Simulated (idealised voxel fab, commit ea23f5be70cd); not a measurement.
Process module, titled voxel ribs on slabs
Square cells of 5 nm make up the cross-section cut, whose width is 220 nm.
If you're reading a cross-section in this doc, picture square cells in a grid; it comes to you as bands, top ones listed first down to the bottom, and a band can be one or more rows of cells.
It is stipulated that each band's entry specify, in nanometres, the height of the top of the band and then that of its bottom, followed by the materials of the band in left-to-right sequence, each together with its width in nanometres. A single material marked by the word "everywhere" is understood to fill the band from edge to edge; the word "air" is understood to denote empty space.
Height reference: 0 = level under which incoming wafer is all one material. Lowest band: no bottom, runs on downward, e.g. "0 nm and below".
Think of "30..40" as a width that walks from the first number to the second as you go down the band, top row to bottom row, taking equal-sized steps from row to row.
"no change occurred" means the step left every cell of the cross-section as it was.
Voids, enclosed: empty space of 8 cells or more with no open way to the top, each as width x height at its distance from the left edge, in nm
Text after the settings on a step's line: the simulator's own remark on that step.
What "overlay nm" on a step's line means: if the step has a mask, that mask lay this far to the right of its planned place, or, when the value is negative, to the left.
**This section lists the process steps that were planned**
step 1: RECEIVE, material Si
step 2: DIRECTIONAL_DEP, material SiO2, thk nm 20
step 3: DIRECTIONAL_DEP, material polySi, thk nm 20
step 4: PATTERN, tone cover, mask id RIB, material resist, width nm 20, thk nm 20, overlay nm 0
step 5: DIRECTIONAL_ETCH, etch materials polySi, depth nm 5
step 6: STRIP, etch materials resist
step 7: DIRECTIONAL_DEP, material aC, thk nm 10
step 8: PATTERN, tone cover, mask id SLAB, material resist, width nm 70, thk nm 30, overlay nm 0
step 9: DIRECTIONAL_ETCH, etch materials aC, depth nm 10
step 10: STRIP, etch materials resist
step 11: DIRECTIONAL_ETCH, etch materials polySi, depth nm 15
step 12: STRIP, etch materials aC
step 13: FILL_DEP, material SiO2, thk nm 20
step 14: CMP, height nm 55
step 15: DIRECTIONAL_DEP, material TiN, thk nm 10
step 16: PATTERN, tone cover, mask id HEATER, material resist, width nm 30, thk nm 15, overlay nm 0
step 17: DIRECTIONAL_ETCH, etch materials TiN, depth nm 10
step 18: STRIP, etch materials resist
step 19: CONFORMAL_DEP, material SiN, thk nm 5
**Wafer as received: cross-section following step 1**
* 0 nm and below = Si everywhere
* Voids, enclosed: none
**End-of-module cross-section of the first of two wafers, processed as planned**
* 70 nm to 65 nm = air 90 nm; SiN 40 nm; air 90 nm
* 65 nm to 60 nm = air 90 nm; SiN 5 nm; TiN 30 nm; SiN 5 nm; air 90 nm
* 60 nm to 55 nm = SiN 95 nm; TiN 30 nm; SiN 95 nm
* 55 nm to 40 nm = SiO2 everywhere
* 40 nm to 35 nm = SiO2 100 nm; polySi 20 nm; SiO2 100 nm
* 35 nm to 20 nm = SiO2 75 nm; polySi 70 nm; SiO2 75 nm
* 20 nm to 0 nm = SiO2 everywhere
* 0 nm and below = Si everywhere
* Voids, enclosed: none
**Wafer two, end of module, cross-section. Same start, same plan as wafer one. One mistake in the run**
* 70 nm to 65 nm = air 90 nm; SiN 40 nm; air 90 nm
* 65 nm to 60 nm = air 90 nm; SiN 5 nm; TiN 30 nm; SiN 5 nm; air 90 nm
* 60 nm to 55 nm = SiN 95 nm; TiN 30 nm; SiN 95 nm
* 55 nm to 40 nm = SiO2 everywhere
* 40 nm to 35 nm = SiO2 100 nm; polySi 20 nm; SiO2 100 nm
* 35 nm to 20 nm = SiO2 70 nm; polySi 70 nm; SiO2 80 nm
* 20 nm to 0 nm = SiO2 everywhere
* 0 nm and below = Si everywhere
* Voids, enclosed: none
Short version of what went wrong: for step 8, the planned setting was not used; the step was instead run as PATTERN, tone cover, mask id SLAB, material resist, width nm 70, thk nm 30, overlay nm -5
At the close, every material occupies the same number of cells on the second wafer as on the first, only in different positions.
